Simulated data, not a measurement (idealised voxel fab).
A process module follows: voxel fin reveal.
The cross-section on display is named cut; it measures 195 nm wide, and its cells are 5 nm squares.
Notation: cross-section as square-cell grid; stated in bands, top first, going down; one or more cell rows per band.
Top height, bottom height, nm. Materials left to right, width each, nm. Single material + "full width" = fills band edge to edge. "empty" = empty.
Below 0: as-received wafer, all one material; heights counted from there. Lowest band: no bottom, goes on down, written "0..down".
Width: "30 to 40" (first number = top row, second number = bottom row, same change from row to row of cells).
Given "nothing got changed" for a step, no cell of the cross-section differs between before and after that step.
Closed-off voids of 8+ cells (no open route to the top) go in "Closed cavity list", written width x height at distance from the left edge, in nm.
Heads up: the bit after the settings on a step's line is the simulator's remark on that step.
When a step includes a mask, the "overlay nm" setting on its line states how far to the right of its planned place that mask lay, and negative values state how far to the left.
# Here's what the planned process steps look like
- 1: RECEIVE: material Si
- 2: CONFORMAL_DEP: material SiN, thk nm 5
- 3: PATTERN: tone cover, mask id FINS, material resist, width nm 15, pitch nm 35, thk nm 20, overlay nm 0
- 4: DIRECTIONAL_ETCH: etch materials SiN, depth nm 5
- 5: DIRECTIONAL_ETCH: etch materials Si, depth nm 40
- 6: STRIP: etch materials resist
- 7: FILL_DEP: material SiO2, thk nm 10
- 8: CMP: height nm 5
- 9: SELECTIVE_ETCH: etch materials SiO2, depth nm 30
- 10: STRIP: etch materials SiN
- 11: CONFORMAL_DEP: material SiO2, thk nm 5
# Cross-section: wafer on arrival = after step 1
    0..down: Si full width
    Closed cavity list: none
# Sectioned view, first of two wafers, at the close of the module, processed as intended in the plan
    5..0: empty 65  SiO2 25  empty 10  SiO2 25  empty 70
    0..-20: empty 65  SiO2 5  Si 15  SiO2 5  empty 10  SiO2 5  Si 15  SiO2 5  empty 70
    -20..-40: SiO2 70  Si 15  SiO2 20  Si 15  SiO2 75
    -40..down: Si full width
    Closed cavity list: none
# End-of-module cross-section of the second wafer: identical starting point and process plan to the first, with one processing mistake
    5..0: empty 65  SiN 25  empty 10  SiN 25  empty 70
    0..-20: empty 65  SiN 5  Si 15  SiN 5  empty 10  SiN 5  Si 15  SiN 5  empty 70
    -20..-25: SiN 70  Si 15  SiN 20  Si 15  SiN 75
    -25..-40: SiO2 70  Si 15  SiO2 20  Si 15  SiO2 75
    -40..down: Si full width
    Closed cavity list: none
Short version of what went wrong: step 11 was run on a setting that differed from the plan, and what really ran there is CONFORMAL_DEP: material SiN, thk nm 5
The second wafer ends with more or fewer cells of some materials than the first, per final count: 59 more of SiN, 59 fewer of SiO2
